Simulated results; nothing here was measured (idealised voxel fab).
process module | voxel capacitor over wiring
cross-section cut | 300 nm wide | cells 5 nm
A cross-section is a grid of square cells, given in bands from the top down. A band is one or more rows of cells.
Each band's line starts with the height of the band's top and of its bottom, in nm. Then come its materials from left to right, each with its width in nm. One material with "throughout" fills the band from edge to edge. "air" is empty space.
Height 0 is the level under which the wafer as received is all one material. The lowest band goes on downwards, as in "0 down".
A width such as "30 to 40" changes by the same amount from each row of cells to the next, from the band's top row to its bottom row.
"no change" after a step means that no cell of the cross-section changed.
closed voids: empty space of 8 cells or more with no open way to the top, each as width x height at its distance from the left edge, in nm
after a step's settings: what the simulator itself notes on the step
overlay nm, on a step with a mask: how far to the right of its planned place the mask lay; to the left if negative
plan
1 op RECEIVE | material Si
2 op CONFORMAL_DEP | material SiO2 | thk nm 10
3 op CONFORMAL_DEP | material SiN | thk nm 5
4 op DIRECTIONAL_DEP | material SiO2 | thk nm 15
5 op PATTERN | tone open | mask id METAL_1 | material resist | width nm 25 | pitch nm 90 | thk nm 20 | overlay nm 0
6 op DIRECTIONAL_ETCH | etch materials SiO2 | depth nm 15
7 op DIRECTIONAL_ETCH | etch materials SiN | depth nm 5
8 op STRIP | etch materials resist
9 op CONFORMAL_DEP | material TiN | thk nm 5
10 op FILL_DEP | material Cu | thk nm 5
11 op CMP | height nm 30
12 op CONFORMAL_DEP | material SiCN | thk nm 5
13 op DIRECTIONAL_DEP | material lowk | thk nm 10
14 op MASKED_ETCH | tone open | mask id PLUG_1 | width nm 15 | etch materials lowk | depth nm 10 | overlay nm 0
15 op MASKED_ETCH | tone open | mask id PLUG_1 | width nm 15 | etch materials SiCN | depth nm 5 | overlay nm 0
16 op EPI | material Ru | thk nm 10
17 op EPI | material Ru | thk nm 5
18 op DIRECTIONAL_DEP | material TiN | thk nm 5
19 op DIRECTIONAL_DEP | material HfO2 | thk nm 5
20 op DIRECTIONAL_DEP | material TiN | thk nm 5
21 op PATTERN | tone cover | mask id UPPER_PLATE | material resist | width nm 70 | thk nm 15 | overlay nm 0
22 op DIRECTIONAL_ETCH | etch materials TiN | depth nm 5
23 op DIRECTIONAL_ETCH | etch materials HfO2 | depth nm 5
24 op STRIP | etch materials resist
25 op MASKED_ETCH | tone cover | mask id LOWER_PLATE | width nm 80 | etch materials TiN | depth nm 5 | overlay nm 0
26 op FILL_DEP | material SiO2 | thk nm 20
27 op CMP | height nm 75
28 op MASKED_ETCH | tone open | mask id PLUG_2 | width nm 15 | etch materials SiO2 | depth nm 15 | overlay nm 0
29 op CONFORMAL_DEP | material TiN | thk nm 5
30 op FILL_DEP | material Cu | thk nm 5
31 op CMP | height nm 75
32 op CONFORMAL_DEP | material SiN | thk nm 5
as received, after step 1
  0 down: Si throughout
  closed voids: none
first wafer at the end, as planned
  80 to 75: SiN throughout
  75 to 65: SiO2 110 | TiN 5 | Cu 5 | TiN 5 | SiO2 175
  65 to 55: SiO2 110 to 100 | TiN 15 to 70 | SiO2 175 to 130
  55 to 50: SiO2 100 | HfO2 70 | SiO2 130
  50 to 45: SiO2 95 | TiN 80 | SiO2 125
  45 to 35: lowk 100 | Ru 15 | lowk 185
  35 to 30: SiCN 100 | Ru 15 | SiCN 185
  30 to 15: SiO2 90 | TiN 5 | Cu 15 | TiN 5 | SiO2 65 | TiN 5 | Cu 15 | TiN 5 | SiO2 95
  15 to 10: SiN 90 | TiN 25 | SiN 65 | TiN 25 | SiN 95
  10 to 0: SiO2 throughout
  0 down: Si throughout
  closed voids: none
second wafer at the end: like start, like plan, one mistake
  80 to 75: SiN throughout
  75 to 65: SiO2 110 | TiN 5 | Cu 5 | TiN 5 | SiO2 175
  65 to 55: SiO2 110 to 100 | TiN 15 to 70 | SiO2 175 to 130
  55 to 50: SiO2 100 | HfO2 70 | SiO2 130
  50 to 45: SiO2 100 | TiN 80 | SiO2 120
  45 to 35: lowk 100 | Ru 15 | lowk 185
  35 to 30: SiCN 100 | Ru 15 | SiCN 185
  30 to 15: SiO2 90 | TiN 5 | Cu 15 | TiN 5 | SiO2 65 | TiN 5 | Cu 15 | TiN 5 | SiO2 95
  15 to 10: SiN 90 | TiN 25 | SiN 65 | TiN 25 | SiN 95
  10 to 0: SiO2 throughout
  0 down: Si throughout
  closed voids: none
what went wrong: step 25 ran as: op MASKED_ETCH | tone cover | mask id LOWER_PLATE | width nm 80 | etch materials TiN | depth nm 5 | overlay nm 5
at the end the second wafer has, in cells: as many of each material as the first, in other places
